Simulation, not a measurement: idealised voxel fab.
Process module in this document: voxel ribs on slabs
Section cut is 205 nm wide and gridded with 5 nm square cells.
Cross-section format: a grid of square cells, given as bands from top to bottom; each band is one or more rows of cells.
What a band's entry tells you: where the top is and where the bottom is, as heights in nm, and after that what lies inside, material by material from left to right, each with its width in nm. Empty space is written as the word "blank", and a single material marked with the word "throughout" occupies the band from edge to edge.
Beneath 0, the wafer as received is one material, and that level is where height counting begins. The lowest band goes on downward without a bottom; it is written like "top 0, no bottom".
The notation "30 to 40" denotes a width that varies across the rows of cells in the band, beginning at the first number in the top row, finishing at the second number in the bottom row, and changing by an identical amount from each row to the next.
For the purposes of this document, the phrase "remains unaltered" attached to a step denotes that no cell within the cross-section was modified by that step.
Each empty space that has no open way to the top and spans at least 8 cells appears under "Closed cavity list" as width x height at distance, the distance counted from the left edge, all in nm.
It should be noted that, on the line of a given step, the content following the step's settings is a remark produced by the simulator itself with respect to that step.
overlay nm: how far to the right of its planned place the mask lay on this masked step (negative: to the left).
-- The planned process steps are enumerated hereunder
1 RECEIVE: material Si
2 DIRECTIONAL_DEP: material SiO2, thk nm 30
3 DIRECTIONAL_DEP: material polySi, thk nm 15
4 PATTERN: tone cover, mask id RIB, material resist, width nm 30, thk nm 20, overlay nm 0
5 DIRECTIONAL_ETCH: etch materials polySi, depth nm 5
6 STRIP: etch materials resist
7 PATTERN: tone cover, mask id SLAB, material resist, width nm 80, thk nm 20, overlay nm 0
8 DIRECTIONAL_ETCH: etch materials polySi, depth nm 10
9 STRIP: etch materials resist
10 FILL_DEP: material SiO2, thk nm 20
11 CMP: height nm 60
12 DIRECTIONAL_DEP: material TiN, thk nm 10
13 DIRECTIONAL_DEP: material aC, thk nm 15
14 PATTERN: tone cover, mask id HEATER, material resist, width nm 40, thk nm 35, overlay nm 0
15 DIRECTIONAL_ETCH: etch materials aC, depth nm 15
16 STRIP: etch materials resist
17 DIRECTIONAL_ETCH: etch materials TiN, depth nm 10
18 STRIP: etch materials aC
19 CONFORMAL_DEP: material SiN, thk nm 5
-- So this is the incoming wafer in cross-section - it's already been through step 1
  top 0, no bottom: Si throughout
  Closed cavity list: none
-- Cross-section: first of two wafers, module finished, run according to plan
  top 75, bottom 70: blank 75, SiN 50, blank 80
  top 70, bottom 65: blank 75, SiN 5, TiN 40, SiN 5, blank 80
  top 65, bottom 60: SiN 80, TiN 40, SiN 85
  top 60, bottom 45: SiO2 throughout
  top 45, bottom 40: SiO2 85, polySi 30, SiO2 90
  top 40, bottom 30: SiO2 60, polySi 80, SiO2 65
  top 30, bottom 0: SiO2 throughout
  top 0, no bottom: Si throughout
  Closed cavity list: none
-- Second wafer through the module, sectioned at the end: same beginning and same plan as the first wafer, with one mistake in carrying it out
  top 75, bottom 70: blank 75, SiN 50, blank 80
  top 70, bottom 65: blank 75, SiN 5, TiN 40, SiN 5, blank 80
  top 65, bottom 60: SiN 80, TiN 40, SiN 85
  top 60, bottom 45: SiN throughout
  top 45, bottom 40: SiN 85, polySi 30, SiN 90
  top 40, bottom 30: SiN 60, polySi 80, SiN 65
  top 30, bottom 0: SiO2 throughout
  top 0, no bottom: Si throughout
  Closed cavity list: none
what went wrong: contrary to plan, step 10 was performed as FILL_DEP: material SiN, thk nm 20
The final cell counts differ between the wafers, with the second having more or fewer of some materials than the first: 208 more of SiN; 208 fewer of SiO2
